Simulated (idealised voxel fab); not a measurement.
This is a process module. Its name is voxel capacitor over wiring.
225 nm wide, 5 nm square cells: that's cross-section cut.
Reading order for cross-sections: top band down to bottom band. Underlying form: a grid of square cells. Band size: one or more rows of cells.
What a band's entry tells you: where the top is and where the bottom is, as heights in nm, and after that what lies inside, material by material from left to right, each with its width in nm. Empty space is written as the word "blank", and a single material marked with the word "throughout" occupies the band from edge to edge.
Heights are reckoned from 0. Under this level, the received wafer is all of one material. The bottommost band is open-ended downward, for example "0..down".
Think of "30 to 40" as a width that walks from the first number to the second as you go down the band, top row to bottom row, taking equal-sized steps from row to row.
Key: "remained unchanged" - step with no changed cell in the cross-section.
In the "Closed empty spaces" entry, you get each enclosed empty space of 8 cells or more, one with no open way to the top, written width x height at distance, distance from the left edge, in nm.
On a step's line, text after the settings is the simulator commenting on that step.
When a step includes a mask, the "overlay nm" setting on its line states how far to the right of its planned place that mask lay, and negative values state how far to the left.
So the way this works: pairs, before and after one process step. The after picture only goes down to the lowest band that actually changed, nothing below. Step and its settings are under each pair. And watch out, pairs might come from different runs of this module, same starting wafer though, so a pair only follows on from the one above if its "Pre-process" entry tells you so.
Pre-process
	90..80 | 65 of blank; 65 of aC; 95 of blank
	80..75 | 60 of blank; 75 of aC; 90 of blank
	75..70 | 60 of blank; 5 of aC; 65 of TiN; 5 of aC; 90 of blank
	70..65 | 60 of blank; 5 of aC; 65 of Al2O3; 5 of aC; 90 of blank
	65..60 | TiN throughout
	60..40 | 65 of lowk; 5 of TiN; 5 of W; 5 of TiN; 145 of lowk
	40..35 | 65 of SiCN; 15 of TiN; 145 of SiCN
	35..15 | 55 of lowk; 30 of Ru; 50 of lowk; 30 of Ru; 60 of lowk
	15..10 | 55 of lowk; 30 of TiN; 50 of lowk; 30 of TiN; 60 of lowk
	10..0 | SiO2 throughout
	0..down | Si throughout
	Closed empty spaces: none
Sectional View, Post-Process
	90..80 | 65 of blank; 65 of aC; 95 of blank
	80..75 | 60 of blank; 75 of aC; 90 of blank
	75..70 | 60 of blank; 5 of aC; 65 of TiN; 5 of aC; 90 of blank
	70..65 | 60 of blank; 5 of aC; 65 of Al2O3; 5 of aC; 90 of blank
	65..60 | 60 of blank; 75 of TiN; 90 of blank
	Below a height of 60, the structure has not been altered.
	Closed empty spaces: none
Relating the two cross-sections above, the step in between is DIRECTIONAL_ETCH,etch materials TiN,depth nm 5
Pre-process: it's just the after picture from the pair right above this one.
Sectional View, Post-Process
	75..70 | 65 of blank; 65 of TiN; 95 of blank
	70..65 | 65 of blank; 65 of Al2O3; 95 of blank
	Below a height of 65, the structure has not been altered.
	Closed empty spaces: none
Relating the two cross-sections above, the step in between is STRIP,etch materials aC
Pre-process: it's just the after picture from the pair right above this one.
Sectional View, Post-Process
	95..75 | SiO2 throughout
	75..70 | 65 of SiO2; 65 of TiN; 95 of SiO2
	70..65 | 65 of SiO2; 65 of Al2O3; 95 of SiO2
	65..60 | 60 of SiO2; 75 of TiN; 90 of SiO2
	Below a height of 60, the structure has not been altered.
	Closed empty spaces: none
Relating the two cross-sections above, the step in between is FILL_DEP,material SiO2,thk nm 20
Pre-process: it's just the after picture from the pair right above this one.
Sectional View, Post-Process
	90..75 | SiO2 throughout
	Below a height of 75, the structure has not been altered.
	Closed empty spaces: none
Relating the two cross-sections above, the step in between is CMP,height nm 90
Pre-process: it's just the after picture from the pair right above this one.
Sectional View, Post-Process
	100..90 | aC throughout
	Below a height of 90, the structure has not been altered.
	Closed empty spaces: none
Relating the two cross-sections above, the step in between is DIRECTIONAL_DEP,material aC,thk nm 10
Pre-process: it's just the after picture from the pair right above this one.
Sectional View, Post-Process
	130..100 | 75 of resist; 15 of blank; 135 of resist
	Below a height of 100, the structure has not been altered.
	Closed empty spaces: none
Relating the two cross-sections above, the step in between is PATTERN,tone open,mask id PLUG_2,material resist,width nm 15,thk nm 30,overlay nm 0
Pre-process: it's just the after picture from the pair right above this one.
Sectional View, Post-Process
	120..100 | 75 of resist; 15 of blank; 135 of resist
	100..90 | 75 of aC; 15 of blank; 135 of aC
	Below a height of 90, the structure has not been altered.
	Closed empty spaces: none
Relating the two cross-sections above, the step in between is DIRECTIONAL_ETCH,etch materials aC,depth nm 10
Pre-process: it's just the after picture from the pair right above this one.
Sectional View, Post-Process
	100..90 | 75 of aC; 15 of blank; 135 of aC
	Below a height of 90, the structure has not been altered.
	Closed empty spaces: none
Relating the two cross-sections above, the step in between is STRIP,etch materials resist
Pre-process: it's just the after picture from the pair right above this one.
Sectional View, Post-Process
	100..90 | 75 of aC; 15 of blank; 135 of aC
	90..75 | 75 of SiO2; 15 of blank; 135 of SiO2
	Below a height of 75, the structure has not been altered.
	Closed empty spaces: none
Relating the two cross-sections above, the step in between is DIRECTIONAL_ETCH,etch materials SiO2,depth nm 15
Pre-process: it's just the after picture from the pair right above this one.
Sectional View, Post-Process
	90..75 | 75 of SiO2; 15 of blank; 135 of SiO2
	Below a height of 75, the structure has not been altered.
	Closed empty spaces: none
Relating the two cross-sections above, the step in between is STRIP,etch materials aC
Pre-process: it's just the after picture from the pair right above this one.
Sectional View, Post-Process
	95..90 | 80 of TiN; 5 of blank; 140 of TiN
	90..80 | 75 of SiO2; 5 of TiN; 5 of blank; 5 of TiN; 135 of SiO2
	80..70 | 75 to 65 of SiO2; 15 to 65 of TiN; 135 to 95 of SiO2
	Below a height of 70, the structure has not been altered.
	Closed empty spaces: none
Relating the two cross-sections above, the step in between is CONFORMAL_DEP,material TiN,thk nm 5
Pre-process: it's just the after picture from the pair right above this one.
Sectional View, Post-Process
	100..95 | Cu throughout
	95..90 | 80 of TiN; 5 of Cu; 140 of TiN
	90..80 | 75 of SiO2; 5 of TiN; 5 of Cu; 5 of TiN; 135 of SiO2
	Below a height of 80, the structure has not been altered.
	Closed empty spaces: none
Relating the two cross-sections above, the step in between is FILL_DEP,material Cu,thk nm 5
Pre-process: it's just the after picture from the pair right above this one.
Sectional View, Post-Process
	90..80 | 75 of SiO2; 5 of TiN; 5 of Cu; 5 of TiN; 135 of SiO2
	Below a height of 80, the structure has not been altered.
	Closed empty spaces: none
Relating the two cross-sections above, the step in between is CMP,height nm 90
Pre-process: it's just the after picture from the pair right above this one.
Sectional View, Post-Process
	95..90 | SiCN throughout
	Below a height of 90, the structure has not been altered.
	Closed empty spaces: none
Relating the two cross-sections above, the step in between is CONFORMAL_DEP,material SiCN,thk nm 5
Pre-process
	35..15 | Ru throughout
	15..10 | TiN throughout
	10..0 | SiO2 throughout
	0..down | Si throughout
	Closed empty spaces: none
Sectional View, Post-Process
	50..35 | 70 of blank; 20 of resist; 60 of blank; 20 of resist; 55 of blank
	Below a height of 35, the structure has not been altered.
	Closed empty spaces: none
Relating the two cross-sections above, the step in between is PATTERN,tone cover,mask id METAL_1,material resist,width nm 20,pitch nm 80,thk nm 15,overlay nm 10
Pre-process: it's just the after picture from the pair right above this one.
Sectional View, Post-Process
	50..35 | 70 of blank; 20 of resist; 60 of blank; 20 of resist; 55 of blank
	35..15 | 70 of blank; 20 of Ru; 60 of blank; 20 of Ru; 55 of blank
	Below a height of 15, the structure has not been altered.
	Closed empty spaces: none
Relating the two cross-sections above, the step in between is DIRECTIONAL_ETCH,etch materials Ru,depth nm 20
Pre-process: it's just the after picture from the pair right above this one.
Sectional View, Post-Process
	50..35 | 70 of blank; 20 of resist; 60 of blank; 20 of resist; 55 of blank
	35..15 | 70 of blank; 20 of Ru; 60 of blank; 20 of Ru; 55 of blank
	15..10 | 70 of blank; 20 of TiN; 60 of blank; 20 of TiN; 55 of blank
	Below a height of 10, the structure has not been altered.
	Closed empty spaces: none
Relating the two cross-sections above, the step in between is DIRECTIONAL_ETCH,etch materials TiN,depth nm 5
Pre-process: it's just the after picture from the pair right above this one.
Sectional View, Post-Process
	35..15 | 70 of blank; 20 of Ru; 60 of blank; 20 of Ru; 55 of blank
	Below a height of 15, the structure has not been altered.
	Closed empty spaces: none
Relating the two cross-sections above, the step in between is STRIP,etch materials resist
Pre-process: it's just the after picture from the pair right above this one.
Sectional View, Post-Process
	45..35 | lowk throughout
	35..15 | 70 of lowk; 20 of Ru; 60 of lowk; 20 of Ru; 55 of lowk
	15..10 | 70 of lowk; 20 of TiN; 60 of lowk; 20 of TiN; 55 of lowk
	Below a height of 10, the structure has not been altered.
	Closed empty spaces: none
Relating the two cross-sections above, the step in between is FILL_DEP,material lowk,thk nm 10
Pre-process: it's just the after picture from the pair right above this one.
Sectional View, Post-Process
	35..15 | 70 of lowk; 20 of Ru; 60 of lowk; 20 of Ru; 55 of lowk
	Below a height of 15, the structure has not been altered.
	Closed empty spaces: none
Relating the two cross-sections above, the step in between is CMP,height nm 35
Pre-process: it's just the after picture from the pair right above this one.
Sectional View, Post-Process
	40..35 | SiCN throughout
	Below a height of 35, the structure has not been altered.
	Closed empty spaces: none
Relating the two cross-sections above, the step in between is CONFORMAL_DEP,material SiCN,thk nm 5
Pre-process: it's just the after picture from the pair right above this one.
Sectional View, Post-Process
	60..40 | lowk throughout
	Below a height of 40, the structure has not been altered.
	Closed empty spaces: none
Relating the two cross-sections above, the step in between is DIRECTIONAL_DEP,material lowk,thk nm 20
Pre-process: it's just the after picture from the pair right above this one.
Sectional View, Post-Process
	75..60 | aC throughout
	Below a height of 60, the structure has not been altered.
	Closed empty spaces: none
Relating the two cross-sections above, the step in between is DIRECTIONAL_DEP,material aC,thk nm 15
Pre-process: it's just the after picture from the pair right above this one.
Sectional View, Post-Process
	110..75 | 65 of resist; 15 of blank; 145 of resist
	Below a height of 75, the structure has not been altered.
	Closed empty spaces: none
Relating the two cross-sections above, the step in between is PATTERN,tone open,mask id PLUG_1,material resist,width nm 15,thk nm 35,overlay nm 0
Pre-process: it's just the after picture from the pair right above this one.
Sectional View, Post-Process
	95..75 | 65 of resist; 15 of blank; 145 of resist
	75..60 | 65 of aC; 15 of blank; 145 of aC
	Below a height of 60, the structure has not been altered.
	Closed empty spaces: none
Relating the two cross-sections above, the step in between is DIRECTIONAL_ETCH,etch materials aC,depth nm 15
Pre-process: it's just the after picture from the pair right above this one.
Sectional View, Post-Process
	75..60 | 65 of aC; 15 of blank; 145 of aC
	Below a height of 60, the structure has not been altered.
	Closed empty spaces: none
Relating the two cross-sections above, the step in between is STRIP,etch materials resist
Pre-process: it's just the after picture from the pair right above this one.
Sectional View, Post-Process
	75..60 | 65 of aC; 15 of blank; 145 of aC
	60..40 | 65 of lowk; 15 of blank; 145 of lowk
	Below a height of 40, the structure has not been altered.
	Closed empty spaces: none
Relating the two cross-sections above, the step in between is DIRECTIONAL_ETCH,etch materials lowk,depth nm 20
Pre-process: it's just the after picture from the pair right above this one.
Sectional View, Post-Process
	75..60 | 65 of aC; 15 of blank; 145 of aC
	60..40 | 65 of lowk; 15 of blank; 145 of lowk
	40..35 | 65 of SiCN; 15 of blank; 145 of SiCN
	Below a height of 35, the structure has not been altered.
	Closed empty spaces: none
Relating the two cross-sections above, the step in between is DIRECTIONAL_ETCH,etch materials SiCN,depth nm 5
Pre-process: it's just the after picture from the pair right above this one.
Sectional View, Post-Process
	60..40 | 65 of lowk; 15 of blank; 145 of lowk
	Below a height of 40, the structure has not been altered.
	Closed empty spaces: none
Relating the two cross-sections above, the step in between is STRIP,etch materials aC
Pre-process: it's just the after picture from the pair right above this one.
Sectional View, Post-Process
	65..60 | 70 of TiN; 5 of blank; 150 of TiN
	60..40 | 65 of lowk; 5 of TiN; 5 of blank; 5 of TiN; 145 of lowk
	40..35 | 65 of SiCN; 15 of TiN; 145 of SiCN
	Below a height of 35, the structure has not been altered.
	Closed empty spaces: none
Relating the two cross-sections above, the step in between is CONFORMAL_DEP,material TiN,thk nm 5
Pre-process: it's just the after picture from the pair right above this one.
Sectional View, Post-Process
	75..65 | W throughout
	65..60 | 70 of TiN; 5 of W; 150 of TiN
	60..40 | 65 of lowk; 5 of TiN; 5 of W; 5 of TiN; 145 of lowk
	Below a height of 40, the structure has not been altered.
	Closed empty spaces: none
Relating the two cross-sections above, the step in between is FILL_DEP,material W,thk nm 10
Pre-process: it's just the after picture from the pair right above this one.
Sectional View, Post-Process
	60..40 | 65 of lowk; 5 of TiN; 5 of W; 5 of TiN; 145 of lowk
	Below a height of 40, the structure has not been altered.
	Closed empty spaces: none
Relating the two cross-sections above, the step in between is CMP,height nm 60
Pre-process: it's just the after picture from the pair right above this one.
Sectional View, Post-Process
	65..60 | TiN throughout
	Below a height of 60, the structure has not been altered.
	Closed empty spaces: none
Relating the two cross-sections above, the step in between is DIRECTIONAL_DEP,material TiN,thk nm 5
Pre-process: it's just the after picture from the pair right above this one.
Sectional View, Post-Process
	70..65 | Al2O3 throughout
	Below a height of 65, the structure has not been altered.
	Closed empty spaces: none
Relating the two cross-sections above, the step in between is DIRECTIONAL_DEP,material Al2O3,thk nm 5
Pre-process: it's just the after picture from the pair right above this one.
Sectional View, Post-Process
	75..70 | TiN throughout
	Below a height of 70, the structure has not been altered.
	Closed empty spaces: none
Relating the two cross-sections above, the step in between is DIRECTIONAL_DEP,material TiN,thk nm 5
Pre-process: it's just the after picture from the pair right above this one.
Sectional View, Post-Process
	75..70 | 65 of blank; 65 of TiN; 95 of blank
	Below a height of 70, the structure has not been altered.
	Closed empty spaces: none
Relating the two cross-sections above, the step in between is MASKED_ETCH,tone cover,mask id UPPER_PLATE,width nm 65,etch materials TiN,depth nm 5,overlay nm 0
Pre-process: it's just the after picture from the pair right above this one.
Sectional View, Post-Process
	75..70 | 65 of blank; 65 of TiN; 95 of blank
	70..65 | 65 of blank; 65 of Al2O3; 95 of blank
	Below a height of 65, the structure has not been altered.
	Closed empty spaces: none
Relating the two cross-sections above, the step in between is MASKED_ETCH,tone cover,mask id UPPER_PLATE,width nm 65,etch materials Al2O3,depth nm 5,overlay nm 0
Pre-process: it's just the after picture from the pair right above this one.
Sectional View, Post-Process
	90..80 | 65 of blank; 65 of aC; 95 of blank
	80..75 | aC throughout
	75..70 | 65 of aC; 65 of TiN; 95 of aC
	70..65 | 65 of aC; 65 of Al2O3; 95 of aC
	Below a height of 65, the structure has not been altered.
	Closed empty spaces: none
Relating the two cross-sections above, the step in between is DIRECTIONAL_DEP,material aC,thk nm 15
Pre-process: it's just the after picture from the pair right above this one.
Sectional View, Post-Process
	120..90 | 60 of blank; 75 of resist; 90 of blank
	90..80 | 60 of blank; 5 of resist; 65 of aC; 5 of resist; 90 of blank
	Below a height of 80, the structure has not been altered.
	Closed empty spaces: none
Relating the two cross-sections above, the step in between is PATTERN,tone cover,mask id LOWER_PLATE,material resist,width nm 75,thk nm 30,overlay nm 0
Pre-process: it's just the after picture from the pair right above this one.
Sectional View, Post-Process
	105..90 | 60 of blank; 75 of resist; 90 of blank
	90..80 | 60 of blank; 5 of resist; 65 of aC; 5 of resist; 90 of blank
	80..75 | 60 of blank; 75 of aC; 90 of blank
	75..70 | 60 of blank; 5 of aC; 65 of TiN; 5 of aC; 90 of blank
	70..65 | 60 of blank; 5 of aC; 65 of Al2O3; 5 of aC; 90 of blank
	Below a height of 65, the structure has not been altered.
	Closed empty spaces: none
Relating the two cross-sections above, the step in between is DIRECTIONAL_ETCH,etch materials aC,depth nm 15
Pre-process: it's just the after picture from the pair right above this one.
Sectional View, Post-Process
	90..80 | 65 of blank; 65 of aC; 95 of blank
	Below a height of 80, the structure has not been altered.
	Closed empty spaces: none
Relating the two cross-sections above, the step in between is STRIP,etch materials resist
Pre-process: it's just the after picture from the pair right above this one.
Sectional View, Post-Process
	90..80 | 65 of blank; 65 of aC; 95 of blank
	80..75 | 60 of blank; 75 of aC; 90 of blank
	75..70 | 60 of blank; 5 of aC; 65 of TiN; 5 of aC; 90 of blank
	70..65 | 60 of blank; 5 of aC; 65 of Al2O3; 5 of aC; 90 of blank
	65..60 | 60 of blank; 75 of TiN; 90 of blank
	Below a height of 60, the structure has not been altered.
	Closed empty spaces: none
Relating the two cross-sections above, the step in between is DIRECTIONAL_ETCH,etch materials TiN,depth nm 5
Pre-process: it's just the after picture from the pair right above this one.
Sectional View, Post-Process
	75..70 | 65 of blank; 65 of TiN; 95 of blank
	70..65 | 65 of blank; 65 of Al2O3; 95 of blank
	Below a height of 65, the structure has not been altered.
	Closed empty spaces: none
Relating the two cross-sections above, the step in between is STRIP,etch materials aC
Pre-process: it's just the after picture from the pair right above this one.
Sectional View, Post-Process
	95..75 | SiO2 throughout
	75..70 | 65 of SiO2; 65 of TiN; 95 of SiO2
	70..65 | 65 of SiO2; 65 of Al2O3; 95 of SiO2
	65..60 | 60 of SiO2; 75 of TiN; 90 of SiO2
	Below a height of 60, the structure has not been altered.
	Closed empty spaces: none
Relating the two cross-sections above, the step in between is FILL_DEP,material SiO2,thk nm 20
Pre-process: it's just the after picture from the pair right above this one.
Sectional View, Post-Process
	90..75 | SiO2 throughout
	Below a height of 75, the structure has not been altered.
	Closed empty spaces: none
Relating the two cross-sections above, the step in between is CMP,height nm 90
Pre-process: it's just the after picture from the pair right above this one.
Sectional View, Post-Process
	100..90 | aC throughout
	Below a height of 90, the structure has not been altered.
	Closed empty spaces: none
Relating the two cross-sections above, the step in between is DIRECTIONAL_DEP,material aC,thk nm 10
Pre-process: it's just the after picture from the pair right above this one.
Sectional View, Post-Process
	130..100 | 75 of resist; 15 of blank; 135 of resist
	Below a height of 100, the structure has not been altered.
	Closed empty spaces: none
Relating the two cross-sections above, the step in between is PATTERN,tone open,mask id PLUG_2,material resist,width nm 15,thk nm 30,overlay nm 0
Pre-process: it's just the after picture from the pair right above this one.
Sectional View, Post-Process
	120..100 | 75 of resist; 15 of blank; 135 of resist
	100..90 | 75 of aC; 15 of blank; 135 of aC
	Below a height of 90, the structure has not been altered.
	Closed empty spaces: none
Relating the two cross-sections above, the step in between is DIRECTIONAL_ETCH,etch materials aC,depth nm 10
Pre-process: it's just the after picture from the pair right above this one.
Sectional View, Post-Process
	100..90 | 75 of aC; 15 of blank; 135 of aC
	Below a height of 90, the structure has not been altered.
	Closed empty spaces: none
Relating the two cross-sections above, the step in between is STRIP,etch materials resist
Pre-process: it's just the after picture from the pair right above this one.
Sectional View, Post-Process
	100..90 | 75 of aC; 15 of blank; 135 of aC
	90..75 | 75 of SiO2; 15 of blank; 135 of SiO2
	Below a height of 75, the structure has not been altered.
	Closed empty spaces: none
Relating the two cross-sections above, the step in between is DIRECTIONAL_ETCH,etch materials SiO2,depth nm 15
Pre-process: it's just the after picture from the pair right above this one.
Sectional View, Post-Process
	90..75 | 75 of SiO2; 15 of blank; 135 of SiO2
	Below a height of 75, the structure has not been altered.
	Closed empty spaces: none
Relating the two cross-sections above, the step in between is STRIP,etch materials aC
Pre-process: it's just the after picture from the pair right above this one.
Sectional View, Post-Process
	95..90 | 80 of TiN; 5 of blank; 140 of TiN
	90..80 | 75 of SiO2; 5 of TiN; 5 of blank; 5 of TiN; 135 of SiO2
	80..70 | 75 to 65 of SiO2; 15 to 65 of TiN; 135 to 95 of SiO2
	Below a height of 70, the structure has not been altered.
	Closed empty spaces: none
Relating the two cross-sections above, the step in between is CONFORMAL_DEP,material TiN,thk nm 5
Pre-process: it's just the after picture from the pair right above this one.
Sectional View, Post-Process
	100..95 | Cu throughout
	95..90 | 80 of TiN; 5 of Cu; 140 of TiN
	90..80 | 75 of SiO2; 5 of TiN; 5 of Cu; 5 of TiN; 135 of SiO2
	Below a height of 80, the structure has not been altered.
	Closed empty spaces: none
Relating the two cross-sections above, the step in between is FILL_DEP,material Cu,thk nm 5
Pre-process: it's just the after picture from the pair right above this one.
Sectional View, Post-Process
	90..80 | 75 of SiO2; 5 of TiN; 5 of Cu; 5 of TiN; 135 of SiO2
	Below a height of 80, the structure has not been altered.
	Closed empty spaces: none
Relating the two cross-sections above, the step in between is CMP,height nm 90
Pre-process: it's just the after picture from the pair right above this one.
Sectional View, Post-Process
	95..90 | SiCN throughout
	Below a height of 90, the structure has not been altered.
	Closed empty spaces: none
Relating the two cross-sections above, the step in between is CONFORMAL_DEP,material SiCN,thk nm 5
Pre-process
	10..0 | SiO2 throughout
	0..down | Si throughout
	Closed empty spaces: none
Sectional View, Post-Process
	15..10 | Ru throughout
	Below a height of 10, the structure has not been altered.
	Closed empty spaces: none
Relating the two cross-sections above, the step in between is DIRECTIONAL_DEP,material Ru,thk nm 5
Pre-process: it's just the after picture from the pair right above this one.
Sectional View, Post-Process
	35..10 | Ru throughout
	Below a height of 10, the structure has not been altered.
	Closed empty spaces: none
Relating the two cross-sections above, the step in between is DIRECTIONAL_DEP,material Ru,thk nm 20
Pre-process: it's just the after picture from the pair right above this one.
Sectional View, Post-Process
	50..35 | 60 of blank; 20 of resist; 60 of blank; 20 of resist; 65 of blank
	Below a height of 35, the structure has not been altered.
	Closed empty spaces: none
Relating the two cross-sections above, the step in between is PATTERN,tone cover,mask id METAL_1,material resist,width nm 20,pitch nm 80,thk nm 15,overlay nm 0
Pre-process: it's just the after picture from the pair right above this one.
Sectional View, Post-Process
	50..35 | 60 of blank; 20 of resist; 60 of blank; 20 of resist; 65 of blank
	35..15 | 60 of blank; 20 of Ru; 60 of blank; 20 of Ru; 65 of blank
	Below a height of 15, the structure has not been altered.
	Closed empty spaces: none
Relating the two cross-sections above, the step in between is DIRECTIONAL_ETCH,etch materials Ru,depth nm 20
Pre-process: it's just the after picture from the pair right above this one.
Sectional View, Post-Process
	35..15 | 60 of blank; 20 of Ru; 60 of blank; 20 of Ru; 65 of blank
	Below a height of 15, the structure has not been altered.
	Closed empty spaces: none
Relating the two cross-sections above, the step in between is STRIP,etch materials resist
Pre-process: it's just the after picture from the pair right above this one.
Sectional View, Post-Process
	45..35 | lowk throughout
	35..15 | 60 of lowk; 20 of Ru; 60 of lowk; 20 of Ru; 65 of lowk
	Below a height of 15, the structure has not been altered.
	Closed empty spaces: none
Relating the two cross-sections above, the step in between is FILL_DEP,material lowk,thk nm 10
Pre-process: it's just the after picture from the pair right above this one.
Sectional View, Post-Process
	35..15 | 60 of lowk; 20 of Ru; 60 of lowk; 20 of Ru; 65 of lowk
	Below a height of 15, the structure has not been altered.
	Closed empty spaces: none
Relating the two cross-sections above, the step in between is CMP,height nm 35
Pre-process: it's just the after picture from the pair right above this one.
Sectional View, Post-Process
	40..35 | SiCN throughout
	Below a height of 35, the structure has not been altered.
	Closed empty spaces: none
Relating the two cross-sections above, the step in between is CONFORMAL_DEP,material SiCN,thk nm 5
Pre-process: it's just the after picture from the pair right above this one.
Sectional View, Post-Process
	60..40 | lowk throughout
	Below a height of 40, the structure has not been altered.
	Closed empty spaces: none
Relating the two cross-sections above, the step in between is DIRECTIONAL_DEP,material lowk,thk nm 20
Pre-process: it's just the after picture from the pair right above this one.
Sectional View, Post-Process
	75..60 | aC throughout
	Below a height of 60, the structure has not been altered.
	Closed empty spaces: none
Relating the two cross-sections above, the step in between is DIRECTIONAL_DEP,material aC,thk nm 15
Pre-process: it's just the after picture from the pair right above this one.
Sectional View, Post-Process
	110..75 | 65 of resist; 15 of blank; 145 of resist
	Below a height of 75, the structure has not been altered.
	Closed empty spaces: none
Relating the two cross-sections above, the step in between is PATTERN,tone open,mask id PLUG_1,material resist,width nm 15,thk nm 35,overlay nm 0
Pre-process: it's just the after picture from the pair right above this one.
Sectional View, Post-Process
	95..75 | 65 of resist; 15 of blank; 145 of resist
	75..60 | 65 of aC; 15 of blank; 145 of aC
	Below a height of 60, the structure has not been altered.
	Closed empty spaces: none
Relating the two cross-sections above, the step in between is DIRECTIONAL_ETCH,etch materials aC,depth nm 15
Pre-process: it's just the after picture from the pair right above this one.
Sectional View, Post-Process
	75..60 | 65 of aC; 15 of blank; 145 of aC
	Below a height of 60, the structure has not been altered.
	Closed empty spaces: none
Relating the two cross-sections above, the step in between is STRIP,etch materials resist
Pre-process: it's just the after picture from the pair right above this one.
Sectional View, Post-Process
	75..60 | 65 of aC; 15 of blank; 145 of aC
	60..40 | 65 of lowk; 15 of blank; 145 of lowk
	Below a height of 40, the structure has not been altered.
	Closed empty spaces: none
Relating the two cross-sections above, the step in between is DIRECTIONAL_ETCH,etch materials lowk,depth nm 20
Pre-process: it's just the after picture from the pair right above this one.
Sectional View, Post-Process
	75..60 | 65 of aC; 15 of blank; 145 of aC
	60..40 | 65 of lowk; 15 of blank; 145 of lowk
	40..35 | 65 of SiCN; 15 of blank; 145 of SiCN
	Below a height of 35, the structure has not been altered.
	Closed empty spaces: none
Relating the two cross-sections above, the step in between is DIRECTIONAL_ETCH,etch materials SiCN,depth nm 5
Pre-process: it's just the after picture from the pair right above this one.
Sectional View, Post-Process
	60..40 | 65 of lowk; 15 of blank; 145 of lowk
	Below a height of 40, the structure has not been altered.
	Closed empty spaces: none
Relating the two cross-sections above, the step in between is STRIP,etch materials aC
Pre-process: it's just the after picture from the pair right above this one.
Sectional View, Post-Process
	65..60 | 70 of TiN; 5 of blank; 150 of TiN
	60..40 | 65 of lowk; 5 of TiN; 5 of blank; 5 of TiN; 145 of lowk
	40..35 | 65 of SiCN; 15 of TiN; 145 of SiCN
	Below a height of 35, the structure has not been altered.
	Closed empty spaces: none
Relating the two cross-sections above, the step in between is CONFORMAL_DEP,material TiN,thk nm 5
Pre-process: it's just the after picture from the pair right above this one.
Sectional View, Post-Process
	75..65 | W throughout
	65..60 | 70 of TiN; 5 of W; 150 of TiN
	60..40 | 65 of lowk; 5 of TiN; 5 of W; 5 of TiN; 145 of lowk
	Below a height of 40, the structure has not been altered.
	Closed empty spaces: none
Relating the two cross-sections above, the step in between is FILL_DEP,material W,thk nm 10
Pre-process: it's just the after picture from the pair right above this one.
Sectional View, Post-Process
	60..40 | 65 of lowk; 5 of TiN; 5 of W; 5 of TiN; 145 of lowk
	Below a height of 40, the structure has not been altered.
	Closed empty spaces: none
Relating the two cross-sections above, the step in between is CMP,height nm 60
Pre-process: it's just the after picture from the pair right above this one.
Sectional View, Post-Process
	65..60 | TiN throughout
	Below a height of 60, the structure has not been altered.
	Closed empty spaces: none
Relating the two cross-sections above, the step in between is DIRECTIONAL_DEP,material TiN,thk nm 5
Pre-process: it's just the after picture from the pair right above this one.
Sectional View, Post-Process
	70..65 | Al2O3 throughout
	Below a height of 65, the structure has not been altered.
	Closed empty spaces: none
Relating the two cross-sections above, the step in between is DIRECTIONAL_DEP,material Al2O3,thk nm 5
Pre-process: it's just the after picture from the pair right above this one.
Sectional View, Post-Process
	75..70 | TiN throughout
	Below a height of 70, the structure has not been altered.
	Closed empty spaces: none
Relating the two cross-sections above, the step in between is DIRECTIONAL_DEP,material TiN,thk nm 5
Pre-process: it's just the after picture from the pair right above this one.
Sectional View, Post-Process
	75..70 | 65 of blank; 65 of TiN; 95 of blank
	Below a height of 70, the structure has not been altered.
	Closed empty spaces: none
Relating the two cross-sections above, the step in between is MASKED_ETCH,tone cover,mask id UPPER_PLATE,width nm 65,etch materials TiN,depth nm 5,overlay nm 0
Pre-process: it's just the after picture from the pair right above this one.
Sectional View, Post-Process
	75..70 | 65 of blank; 65 of TiN; 95 of blank
	70..65 | 65 of blank; 65 of Al2O3; 95 of blank
	Below a height of 65, the structure has not been altered.
	Closed empty spaces: none
Relating the two cross-sections above, the step in between is MASKED_ETCH,tone cover,mask id UPPER_PLATE,width nm 65,etch materials Al2O3,depth nm 5,overlay nm 0
Pre-process: it's just the after picture from the pair right above this one.
Sectional View, Post-Process
	90..80 | 65 of blank; 65 of aC; 95 of blank
	80..75 | aC throughout
	75..70 | 65 of aC; 65 of TiN; 95 of aC
	70..65 | 65 of aC; 65 of Al2O3; 95 of aC
	Below a height of 65, the structure has not been altered.
	Closed empty spaces: none
Relating the two cross-sections above, the step in between is DIRECTIONAL_DEP,material aC,thk nm 15
Pre-process: it's just the after picture from the pair right above this one.
Sectional View, Post-Process
	120..90 | 60 of blank; 75 of resist; 90 of blank
	90..80 | 60 of blank; 5 of resist; 65 of aC; 5 of resist; 90 of blank
	Below a height of 80, the structure has not been altered.
	Closed empty spaces: none
Relating the two cross-sections above, the step in between is PATTERN,tone cover,mask id LOWER_PLATE,material resist,width nm 75,thk nm 30,overlay nm 0
Pre-process: it's just the after picture from the pair right above this one.
Sectional View, Post-Process
	105..90 | 60 of blank; 75 of resist; 90 of blank
	90..80 | 60 of blank; 5 of resist; 65 of aC; 5 of resist; 90 of blank
	80..75 | 60 of blank; 75 of aC; 90 of blank
	75..70 | 60 of blank; 5 of aC; 65 of TiN; 5 of aC; 90 of blank
	70..65 | 60 of blank; 5 of aC; 65 of Al2O3; 5 of aC; 90 of blank
	Below a height of 65, the structure has not been altered.
	Closed empty spaces: none
Relating the two cross-sections above, the step in between is DIRECTIONAL_ETCH,etch materials aC,depth nm 15
Pre-process: it's just the after picture from the pair right above this one.
Sectional View, Post-Process
	90..80 | 65 of blank; 65 of aC; 95 of blank
	Below a height of 80, the structure has not been altered.
	Closed empty spaces: none
Relating the two cross-sections above, the step in between is STRIP,etch materials resist
Pre-process: it's just the after picture from the pair right above this one.
Sectional View, Post-Process
	90..80 | 65 of blank; 65 of aC; 95 of blank
	80..75 | 60 of blank; 75 of aC; 90 of blank
	75..70 | 60 of blank; 5 of aC; 65 of TiN; 5 of aC; 90 of blank
	70..65 | 60 of blank; 5 of aC; 65 of Al2O3; 5 of aC; 90 of blank
	65..60 | 60 of blank; 75 of TiN; 90 of blank
	Below a height of 60, the structure has not been altered.
	Closed empty spaces: none
Relating the two cross-sections above, the step in between is DIRECTIONAL_ETCH,etch materials TiN,depth nm 5
Pre-process: it's just the after picture from the pair right above this one.
Sectional View, Post-Process
	75..70 | 65 of blank; 65 of TiN; 95 of blank
	70..65 | 65 of blank; 65 of Al2O3; 95 of blank
	Below a height of 65, the structure has not been altered.
	Closed empty spaces: none
Relating the two cross-sections above, the step in between is STRIP,etch materials aC
Pre-process: it's just the after picture from the pair right above this one.
Sectional View, Post-Process
	95..75 | SiO2 throughout
	75..70 | 65 of SiO2; 65 of TiN; 95 of SiO2
	70..65 | 65 of SiO2; 65 of Al2O3; 95 of SiO2
	65..60 | 60 of SiO2; 75 of TiN; 90 of SiO2
	Below a height of 60, the structure has not been altered.
	Closed empty spaces: none
Relating the two cross-sections above, the step in between is FILL_DEP,material SiO2,thk nm 20
Pre-process: it's just the after picture from the pair right above this one.
Sectional View, Post-Process
	90..75 | SiO2 throughout
	Below a height of 75, the structure has not been altered.
	Closed empty spaces: none
Relating the two cross-sections above, the step in between is CMP,height nm 90
